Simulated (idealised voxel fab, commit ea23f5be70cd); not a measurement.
Process module under the name voxel wiring stack
Cross-sectional view cut (width: 265 nm; square cell size: 5 nm).
Cross-sections here: square-cell grids, written as top-down lists of bands, a band being one or more rows of cells.
Look at the band entry: it leads with the top's height and the bottom's height in nm. Then it lists the materials left to right, with a width in nm for each. The word "edge to edge" on a single material says that material fills the band edge to edge. The word "air" is empty space.
Heights from 0 (as-received wafer is one material below). Bottom band endless downward, as "0 -> down".
A two-number width, for instance "30 to 40", indicates that the width is equal to the first number in the top row of the band and to the second number in the bottom row, and that it changes by a constant amount per row of cells.
Given "nothing altered" for a step, no cell of the cross-section differs between before and after that step.
The entry titled "Completely enclosed voids" provides the empty spaces that have no open way to the top, restricted to those of 8 cells or more. Each is presented as width x height at distance, the distance being measured from the left edge, with all three in nm.
That trailing text on a step's line, after the settings, is the simulator's own remark on the step.
Among the settings permitted on a step's line is "overlay nm"; applied to a step with a mask, it specifies the extent to which the mask lay to the right of its planned position, whereas a negative figure signifies a position to the left.

This section lists the process steps that were planned:
1,RECEIVE [material Si]
2,CONFORMAL_DEP [material SiO2] [thk nm 15]
3,CONFORMAL_DEP [material SiN] [thk nm 5]
4,DIRECTIONAL_DEP [material lowk] [thk nm 15]
5,PATTERN [tone open] [mask id METAL_1] [material resist] [width nm 25] [pitch nm 45] [thk nm 15] [overlay nm 0]
6,DIRECTIONAL_ETCH [etch materials lowk] [depth nm 15]
7,DIRECTIONAL_ETCH [etch materials SiN] [depth nm 5]
8,STRIP [etch materials resist]
9,CONFORMAL_DEP [material TiN] [thk nm 5]
10,FILL_DEP [material Cu] [thk nm 5]
11,CMP [height nm 35]
12,EPI [material Ru] [thk nm 5]
13,FILL_DEP [material SiCN] [thk nm 5]
14,DIRECTIONAL_DEP [material SiO2] [thk nm 10]
15,MASKED_ETCH [tone open] [mask id PLUG_1] [width nm 15] [pitch nm 90] [etch materials SiO2] [depth nm 10] [overlay nm 0]
16,MASKED_ETCH [tone open] [mask id PLUG_1] [width nm 15] [pitch nm 90] [etch materials SiCN] [depth nm 5] [overlay nm 0]
17,EPI [material Ru] [thk nm 10]
18,EPI [material Ru] [thk nm 5]
19,CONFORMAL_DEP [material SiN] [thk nm 5]
20,DIRECTIONAL_DEP [material SiO2] [thk nm 20]
21,MASKED_ETCH [tone open] [mask id METAL_2] [width nm 25] [pitch nm 45] [etch materials SiO2] [depth nm 20] [overlay nm 0]
22,MASKED_ETCH [tone open] [mask id METAL_2] [width nm 25] [pitch nm 45] [etch materials SiN] [depth nm 5] [overlay nm 0]
23,CONFORMAL_DEP [material TiN] [thk nm 5]
24,FILL_DEP [material Cu] [thk nm 10]
25,CMP [height nm 80]
26,CONFORMAL_DEP [material SiCN] [thk nm 5]
27,DIRECTIONAL_DEP [material SiO2] [thk nm 25]
28,DIRECTIONAL_DEP [material aC] [thk nm 10]
29,PATTERN [tone open] [mask id METAL_3] [material resist] [width nm 25] [pitch nm 45] [thk nm 30] [overlay nm 0]
30,DIRECTIONAL_ETCH [etch materials aC] [depth nm 10]
31,STRIP [etch materials resist]
32,DIRECTIONAL_ETCH [etch materials SiO2] [depth nm 15]
33,STRIP [etch materials aC]
34,DIRECTIONAL_DEP [material aC] [thk nm 10]
35,PATTERN [tone open] [mask id METAL_3_HOLES] [material resist] [width nm 15] [pitch nm 45] [thk nm 30] [overlay nm 0]
36,DIRECTIONAL_ETCH [etch materials aC] [depth nm 10]
37,STRIP [etch materials resist]
38,DIRECTIONAL_ETCH [etch materials SiO2] [depth nm 10]
39,DIRECTIONAL_ETCH [etch materials SiCN] [depth nm 5]
40,STRIP [etch materials aC]
41,CONFORMAL_DEP [material TiN] [thk nm 5]
42,FILL_DEP [material Cu] [thk nm 10]
43,CMP [height nm 110]
44,CONFORMAL_DEP [material SiCN] [thk nm 5]
45,DIRECTIONAL_DEP [material SiO2] [thk nm 30]
46,DIRECTIONAL_DEP [material aC] [thk nm 10]
47,PATTERN [tone open] [mask id METAL_4_HOLES] [material resist] [width nm 15] [pitch nm 90] [thk nm 25] [overlay nm 0]
48,DIRECTIONAL_ETCH [etch materials aC] [depth nm 10]
49,STRIP [etch materials resist]
50,DIRECTIONAL_ETCH [etch materials SiO2] [depth nm 30]
51,STRIP [etch materials aC]
52,MASKED_ETCH [tone open] [mask id METAL_4] [width nm 25] [pitch nm 45] [etch materials SiO2] [depth nm 20] [overlay nm 0]
53,MASKED_ETCH [tone open] [mask id METAL_4] [width nm 25] [pitch nm 45] [etch materials SiCN] [depth nm 5] [overlay nm 0]
54,CONFORMAL_DEP [material TiN] [thk nm 5]
55,FILL_DEP [material Ru] [thk nm 10]
56,CMP [height nm 145]
57,CONFORMAL_DEP [material SiCN] [thk nm 5]

The cross-section here shows the wafer as received, i.e. in its state after step 1:
* 0 -> down | Si edge to edge
* Completely enclosed voids: none

First of two wafers at the end of the module, shown in cross-section; run carried out as planned:
* 150 -> 145 | SiCN edge to edge
* 145 -> 130 | 50 nm SiO2 / 5 nm TiN / 15 nm Ru / 5 nm TiN / 20 nm SiO2 / 5 nm TiN / 15 nm Ru / 5 nm TiN / 20 nm SiO2 / 5 nm TiN / 15 nm Ru / 5 nm TiN / 20 nm SiO2 / 5 nm TiN / 15 nm Ru / 5 nm TiN / 55 nm SiO2
* 130 -> 125 | 50 nm SiO2 / 5 nm TiN / 5 nm Ru / 15 nm TiN / 20 nm SiO2 / 25 nm TiN / 20 nm SiO2 / 5 nm TiN / 5 nm Ru / 15 nm TiN / 20 nm SiO2 / 25 nm TiN / 55 nm SiO2
* 125 -> 115 | 50 nm SiO2 / 5 nm TiN / 5 nm Ru / 5 nm TiN / 75 nm SiO2 / 5 nm TiN / 5 nm Ru / 5 nm TiN / 110 nm SiO2
* 115 -> 110 | 50 nm SiCN / 15 nm TiN / 75 nm SiCN / 15 nm TiN / 110 nm SiCN
* 110 -> 100 | 50 nm SiO2 / 5 nm TiN / 15 nm Cu / 5 nm TiN / 20 nm SiO2 / 5 nm TiN / 15 nm Cu / 5 nm TiN / 20 nm SiO2 / 5 nm TiN / 15 nm Cu / 5 nm TiN / 20 nm SiO2 / 5 nm TiN / 15 nm Cu / 5 nm TiN / 55 nm SiO2
* 100 -> 95 | 50 nm SiO2 / 5 nm TiN / 5 nm Cu / 15 nm TiN / 20 nm SiO2 / 5 nm TiN / 5 nm Cu / 15 nm TiN / 20 nm SiO2 / 5 nm TiN / 5 nm Cu / 15 nm TiN / 20 nm SiO2 / 5 nm TiN / 5 nm Cu / 15 nm TiN / 55 nm SiO2
* 95 -> 85 | 50 nm SiO2 / 5 nm TiN / 5 nm Cu / 5 nm TiN / 30 nm SiO2 / 5 nm TiN / 5 nm Cu / 5 nm TiN / 30 nm SiO2 / 5 nm TiN / 5 nm Cu / 5 nm TiN / 30 nm SiO2 / 5 nm TiN / 5 nm Cu / 5 nm TiN / 65 nm SiO2
* 85 -> 80 | 50 nm SiCN / 15 nm TiN / 30 nm SiCN / 15 nm TiN / 30 nm SiCN / 15 nm TiN / 30 nm SiCN / 15 nm TiN / 65 nm SiCN
* 80 -> 60 | 50 nm SiO2 / 5 nm TiN / 15 nm Cu / 5 nm TiN / 20 nm SiO2 / 5 nm TiN / 15 nm Cu / 5 nm TiN / 20 nm SiO2 / 5 nm TiN / 15 nm Cu / 5 nm TiN / 20 nm SiO2 / 5 nm TiN / 15 nm Cu / 5 nm TiN / 55 nm SiO2
* 60 -> 55 | 50 nm SiN / 25 nm TiN / 20 nm SiN / 25 nm TiN / 20 nm SiN / 25 nm TiN / 20 nm SiN / 25 nm TiN / 55 nm SiN
* 55 -> 45 | 50 nm SiO2 / 15 nm Ru / 75 nm SiO2 / 15 nm Ru / 110 nm SiO2
* 45 -> 40 | 50 nm SiCN / 15 nm Ru / 75 nm SiCN / 15 nm Ru / 110 nm SiCN
* 40 -> 35 | 45 nm SiCN / 35 nm Ru / 10 nm SiCN / 35 nm Ru / 10 nm SiCN / 35 nm Ru / 10 nm SiCN / 35 nm Ru / 50 nm SiCN
* 35 -> 20 | 50 nm lowk / 5 nm TiN / 15 nm Cu / 5 nm TiN / 20 nm lowk / 5 nm TiN / 15 nm Cu / 5 nm TiN / 20 nm lowk / 5 nm TiN / 15 nm Cu / 5 nm TiN / 20 nm lowk / 5 nm TiN / 15 nm Cu / 5 nm TiN / 55 nm lowk
* 20 -> 15 | 50 nm SiN / 25 nm TiN / 20 nm SiN / 25 nm TiN / 20 nm SiN / 25 nm TiN / 20 nm SiN / 25 nm TiN / 55 nm SiN
* 15 -> 0 | SiO2 edge to edge
* 0 -> down | Si edge to edge
* Completely enclosed voids: none

Here's the second of our two wafers sectioned at module end. Same start as the first, same plan, but one mistake got made running it:
* 150 -> 145 | SiCN edge to edge
* 145 -> 130 | 50 nm SiO2 / 5 nm TiN / 15 nm Ru / 5 nm TiN / 20 nm SiO2 / 5 nm TiN / 15 nm Ru / 5 nm TiN / 20 nm SiO2 / 5 nm TiN / 15 nm Ru / 5 nm TiN / 20 nm SiO2 / 5 nm TiN / 15 nm Ru / 5 nm TiN / 55 nm SiO2
* 130 -> 125 | 50 nm SiO2 / 5 nm TiN / 5 nm Ru / 15 nm TiN / 20 nm SiO2 / 25 nm TiN / 20 nm SiO2 / 5 nm TiN / 5 nm Ru / 15 nm TiN / 20 nm SiO2 / 25 nm TiN / 55 nm SiO2
* 125 -> 120 | 50 nm SiO2 / 5 nm TiN / 5 nm Ru / 5 nm TiN / 75 nm SiO2 / 5 nm TiN / 5 nm Ru / 5 nm TiN / 110 nm SiO2
* 120 -> 115 | 50 nm SiO2 / 15 nm TiN / 75 nm SiO2 / 15 nm TiN / 110 nm SiO2
* 115 -> 110 | lowk edge to edge
* 110 -> 100 | 50 nm SiO2 / 5 nm TiN / 15 nm Cu / 5 nm TiN / 20 nm SiO2 / 5 nm TiN / 15 nm Cu / 5 nm TiN / 20 nm SiO2 / 5 nm TiN / 15 nm Cu / 5 nm TiN / 20 nm SiO2 / 5 nm TiN / 15 nm Cu / 5 nm TiN / 55 nm SiO2
* 100 -> 95 | 50 nm SiO2 / 5 nm TiN / 5 nm Cu / 15 nm TiN / 20 nm SiO2 / 5 nm TiN / 5 nm Cu / 15 nm TiN / 20 nm SiO2 / 5 nm TiN / 5 nm Cu / 15 nm TiN / 20 nm SiO2 / 5 nm TiN / 5 nm Cu / 15 nm TiN / 55 nm SiO2
* 95 -> 85 | 50 nm SiO2 / 5 nm TiN / 5 nm Cu / 5 nm TiN / 30 nm SiO2 / 5 nm TiN / 5 nm Cu / 5 nm TiN / 30 nm SiO2 / 5 nm TiN / 5 nm Cu / 5 nm TiN / 30 nm SiO2 / 5 nm TiN / 5 nm Cu / 5 nm TiN / 65 nm SiO2
* 85 -> 80 | 50 nm SiCN / 15 nm TiN / 30 nm SiCN / 15 nm TiN / 30 nm SiCN / 15 nm TiN / 30 nm SiCN / 15 nm TiN / 65 nm SiCN
* 80 -> 60 | 50 nm SiO2 / 5 nm TiN / 15 nm Cu / 5 nm TiN / 20 nm SiO2 / 5 nm TiN / 15 nm Cu / 5 nm TiN / 20 nm SiO2 / 5 nm TiN / 15 nm Cu / 5 nm TiN / 20 nm SiO2 / 5 nm TiN / 15 nm Cu / 5 nm TiN / 55 nm SiO2
* 60 -> 55 | 50 nm SiN / 25 nm TiN / 20 nm SiN / 25 nm TiN / 20 nm SiN / 25 nm TiN / 20 nm SiN / 25 nm TiN / 55 nm SiN
* 55 -> 45 | 50 nm SiO2 / 15 nm Ru / 75 nm SiO2 / 15 nm Ru / 110 nm SiO2
* 45 -> 40 | 50 nm SiCN / 15 nm Ru / 75 nm SiCN / 15 nm Ru / 110 nm SiCN
* 40 -> 35 | 45 nm SiCN / 35 nm Ru / 10 nm SiCN / 35 nm Ru / 10 nm SiCN / 35 nm Ru / 10 nm SiCN / 35 nm Ru / 50 nm SiCN
* 35 -> 20 | 50 nm lowk / 5 nm TiN / 15 nm Cu / 5 nm TiN / 20 nm lowk / 5 nm TiN / 15 nm Cu / 5 nm TiN / 20 nm lowk / 5 nm TiN / 15 nm Cu / 5 nm TiN / 20 nm lowk / 5 nm TiN / 15 nm Cu / 5 nm TiN / 55 nm lowk
* 20 -> 15 | 50 nm SiN / 25 nm TiN / 20 nm SiN / 25 nm TiN / 20 nm SiN / 25 nm TiN / 20 nm SiN / 25 nm TiN / 55 nm SiN
* 15 -> 0 | SiO2 edge to edge
* 0 -> down | Si edge to edge
* Completely enclosed voids: none
The plan and the run diverged here: in deviation from the planned setting, step 44 was conducted as CONFORMAL_DEP [material lowk] [thk nm 5]
End of process, cell counts, second wafer against first, materials with more or fewer: Ru -2; SiCN -47; TiN -4; lowk +53
